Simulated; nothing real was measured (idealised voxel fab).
Herein follows the process module entitled voxel wiring stack.
The cross-section on display is named cut; it measures 155 nm wide, and its cells are 5 nm squares.
Just so we're on the same page, the cross-sections are grids of square cells, and they're listed out in bands top to bottom, each band one or more rows deep.
Per band: top height and bottom height in nm, followed by the left-to-right materials and their widths in nm; "everywhere" marks a single material spanning edge to edge, "air" marks empty space.
Heights are expressed relative to 0, this being the level below which the as-received wafer comprises one material exclusively. The lowest band is unbounded in the downward direction and is denoted as in "0 nm and below".
The width entry "30..40" should be interpreted row by row: the top row of cells in the band takes the first number, the bottom row takes the second number, and the change between adjacent rows is uniform throughout.
Reading "nothing altered" for a step: not a cell of the cross-section changed in it.
For the entry "Closed-off voids", the listed items are empty spaces with no open way to the top whose size is 8 cells or more; each item follows the pattern width x height at distance, where distance is from the left edge and all three are in nm.
Heads up: the bit after the settings on a step's line is the simulator's remark on that step.
Among the settings permitted on a step's line is "overlay nm"; applied to a step with a mask, it specifies the extent to which the mask lay to the right of its planned position, whereas a negative figure signifies a position to the left.
## Process steps - plan
1. RECEIVE: material Si
2. CONFORMAL_DEP: material SiO2, thk nm 10
3. CONFORMAL_DEP: material SiN, thk nm 5
4. DIRECTIONAL_DEP: material lowk, thk nm 25
5. PATTERN: tone open, mask id METAL_1, material resist, width nm 25, pitch nm 55, thk nm 20, overlay nm 0
6. DIRECTIONAL_ETCH: etch materials lowk, depth nm 25
7. DIRECTIONAL_ETCH: etch materials SiN, depth nm 5
8. STRIP: etch materials resist
9. CONFORMAL_DEP: material TiN, thk nm 5
10. FILL_DEP: material Ru, thk nm 10
11. CMP: height nm 40
12. EPI: material Ru, thk nm 5
13. FILL_DEP: material SiCN, thk nm 5
14. DIRECTIONAL_DEP: material lowk, thk nm 15
15. MASKED_ETCH: tone open, mask id PLUG_1, width nm 15, etch materials lowk, depth nm 15, overlay nm 0
16. MASKED_ETCH: tone open, mask id PLUG_1, width nm 15, etch materials SiCN, depth nm 5, overlay nm 0
17. EPI: material Ru, thk nm 10
18. EPI: material Ru, thk nm 10
19. DIRECTIONAL_DEP: material TiN, thk nm 5
20. DIRECTIONAL_DEP: material W, thk nm 20
21. DIRECTIONAL_DEP: material aC, thk nm 15
22. PATTERN: tone cover, mask id METAL_2, material resist, width nm 25, pitch nm 55, thk nm 30, overlay nm 0
23. DIRECTIONAL_ETCH: etch materials aC, depth nm 15
24. STRIP: etch materials resist
25. DIRECTIONAL_ETCH: etch materials W, depth nm 20
26. DIRECTIONAL_ETCH: etch materials TiN, depth nm 5
27. STRIP: etch materials aC
28. FILL_DEP: material SiO2, thk nm 5
29. CMP: height nm 90
30. CONFORMAL_DEP: material SiCN, thk nm 5
## Cross-section of the wafer as it came to us, i.e., already through step 1
> 0 nm and below = Si everywhere
> Closed-off voids: none
## The first of two wafers, cross-sectioned at the end of the module, with the run proceeding as planned
> 95 nm to 90 nm = SiCN everywhere
> 90 nm to 70 nm = SiO2 (35) / W (25) / SiO2 (30) / W (25) / SiO2 (40)
> 70 nm to 65 nm = SiO2 (35) / TiN (25) / SiO2 (30) / TiN (25) / SiO2 (40)
> 65 nm to 50 nm = lowk (35) / Ru (15) / lowk (105)
> 50 nm to 45 nm = SiCN (35) / Ru (15) / SiCN (105)
> 45 nm to 40 nm = SiCN (30) / Ru (35) / SiCN (20) / Ru (35) / SiCN (35)
> 40 nm to 15 nm = lowk (35) / TiN (5) / Ru (15) / TiN (5) / lowk (30) / TiN (5) / Ru (15) / TiN (5) / lowk (40)
> 15 nm to 10 nm = SiN (35) / TiN (25) / SiN (30) / TiN (25) / SiN (40)
> 10 nm to 0 nm = SiO2 everywhere
> 0 nm and below = Si everywhere
> Closed-off voids: none
## Now the second wafer, cross-sectioned at the end of the module. Nothing different at the start, nothing different in the plan compared with the first, just one mistake when it was actually run
> 95 nm to 90 nm = SiCN everywhere
> 90 nm to 70 nm = SiO2 (35) / W (25) / SiO2 (30) / W (25) / SiO2 (40)
> 70 nm to 65 nm = SiO2 (35) / TiN (25) / SiO2 (30) / TiN (25) / SiO2 (40)
> 65 nm to 50 nm = lowk (35) / Ru (15) / lowk (105)
> 50 nm to 45 nm = SiCN (35) / Ru (15) / SiCN (105)
> 45 nm to 40 nm = SiCN (40) / Ru (35) / SiCN (20) / Ru (35) / SiCN (25)
> 40 nm to 15 nm = lowk (45) / TiN (5) / Ru (15) / TiN (5) / lowk (30) / TiN (5) / Ru (15) / TiN (5) / lowk (30)
> 15 nm to 10 nm = SiN (45) / TiN (25) / SiN (30) / TiN (25) / SiN (30)
> 10 nm to 0 nm = SiO2 everywhere
> 0 nm and below = Si everywhere
> Closed-off voids: none
Error vs. plan: in deviation from the planned setting, step 5 was conducted as PATTERN: tone open, mask id METAL_1, material resist, width nm 25, pitch nm 55, thk nm 20, overlay nm 10
So at the finish, the second wafer's got exactly as many cells of each material as the first, just not in the same spots.
